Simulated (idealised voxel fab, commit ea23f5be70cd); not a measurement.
Process module name: voxel tone inversion
Displayed cross-section: cut, width of 175 nm, square cells sized 5 nm.
When this document writes out a cross-section, it uses a grid of square cells and lists it as bands, beginning at the top and moving down, with a band standing for one or more rows of cells. Quick guide to a band line: top height, bottom height (nm) up front; then every material left to right with its width in nm. Only one material and it's marked "full width"? Then it fills the band edge to edge. And "blank" just means empty space. A quick word on heights: they are counted from 0, and under that level the wafer as it came to us is one material throughout. The lowest band is different from the rest in having no bottom; it simply continues downward, written as in "0 down". Per-row width for "30..40": begins at first number (top row of band), ends at second number (bottom row), increment between rows held constant. Take "no modifications" at face value: in the step it is given for, the cross-section changed in none of its cells. "Encapsulated voids" contains a list of empty spaces, each no smaller than 8 cells and without an open way to the top, written in the form width x height at distance with the distance from the left edge and all three in nm. On each step's line, the part that comes after the settings is the simulator's own comment on the step. "overlay nm" denotes, for a step that has a mask, the displacement of the mask to the right of its planned place, with negative values corresponding to the left.
Steps planned for the process
| 1 | RECEIVE,material Si |
| 2 | CONFORMAL_DEP,material SiCN,thk nm 5 |
| 3 | DIRECTIONAL_DEP,material aC,thk nm 25 |
| 4 | PATTERN,tone cover,mask id POSTS,material resist,width nm 25,pitch nm 55,thk nm 35,overlay nm 0 |
| 5 | DIRECTIONAL_ETCH,etch materials aC,depth nm 25 |
| 6 | STRIP,etch materials resist |
| 7 | FILL_DEP,material SiO2,thk nm 5 |
| 8 | CMP,height nm 30 |
| 9 | STRIP,etch materials aC |
On the first of the two wafers: run conducted according to plan
Here's what the wafer looked like in cross-section when it arrived - that's after step 1
  0 down  Si full width
  Encapsulated voids: none
After step 2: wafer cross-section
  5 to 0  SiCN full width
  All layers under 0 are left as they were.
After step 3: wafer cross-section
  30 to 5  aC full width
  All layers under 5 are left as they were.
After step 4: wafer cross-section
  65 to 30  blank: 20, resist: 25, blank: 30, resist: 25, blank: 30, resist: 25, blank: 20
  All layers under 30 are left as they were.
After step 5: wafer cross-section
  40 to 30  blank: 20, resist: 25, blank: 30, resist: 25, blank: 30, resist: 25, blank: 20
  30 to 5  blank: 20, aC: 25, blank: 30, aC: 25, blank: 30, aC: 25, blank: 20
  All layers under 5 are left as they were.
After step 6: wafer cross-section
  30 to 5  blank: 20, aC: 25, blank: 30, aC: 25, blank: 30, aC: 25, blank: 20
  All layers under 5 are left as they were.
After step 7: wafer cross-section
  35 to 30  SiO2 full width
  30 to 5  SiO2: 20, aC: 25, SiO2: 30, aC: 25, SiO2: 30, aC: 25, SiO2: 20
  All layers under 5 are left as they were.
After step 8: wafer cross-section
  30 to 5  SiO2: 20, aC: 25, SiO2: 30, aC: 25, SiO2: 30, aC: 25, SiO2: 20
  All layers under 5 are left as they were.
After step 9: wafer cross-section
  30 to 5  SiO2: 20, blank: 25, SiO2: 30, blank: 25, SiO2: 30, blank: 25, SiO2: 20
  All layers under 5 are left as they were.
The second wafer was prepared from the same starting point and under the same plan as the first; its processing contained one mistake, and it remains indistinguishable from the first wafer up to and including step 1
Second wafer shown in cross-section at the time step 2 was slated to end
  25 to 0  aC full width
  All layers under 0 are left as they were.
Second wafer shown in cross-section at the time step 3 was slated to end
  30 to 25  SiCN full width
  All layers under 25 are left as they were.
Second wafer shown in cross-section at the time step 4 was slated to end
  65 to 30  blank: 20, resist: 25, blank: 30, resist: 25, blank: 30, resist: 25, blank: 20
  All layers under 30 are left as they were.
Second wafer shown in cross-section at the time step 5 was slated to end
  40 to 30  blank: 20, resist: 25, blank: 30, resist: 25, blank: 30, resist: 25, blank: 20
  All layers under 30 are left as they were.
Second wafer shown in cross-section at the time step 6 was slated to end
  30 to 25  SiCN full width
  All layers under 25 are left as they were.
Second wafer shown in cross-section at the time step 7 was slated to end
  35 to 30  SiO2 full width
  All layers under 30 are left as they were.
Second wafer shown in cross-section at the time step 8 was slated to end
  30 to 25  SiCN full width
  All layers under 25 are left as they were.
Second wafer shown in cross-section at the time step 9 was slated to end: no modifications
Where did the run depart from the plan? steps 2 and 3 got flipped, so each one ran where the other should have
Cell-count delta at end, second wafer over first, by material: 100 fewer of SiO2 | 175 more of aC
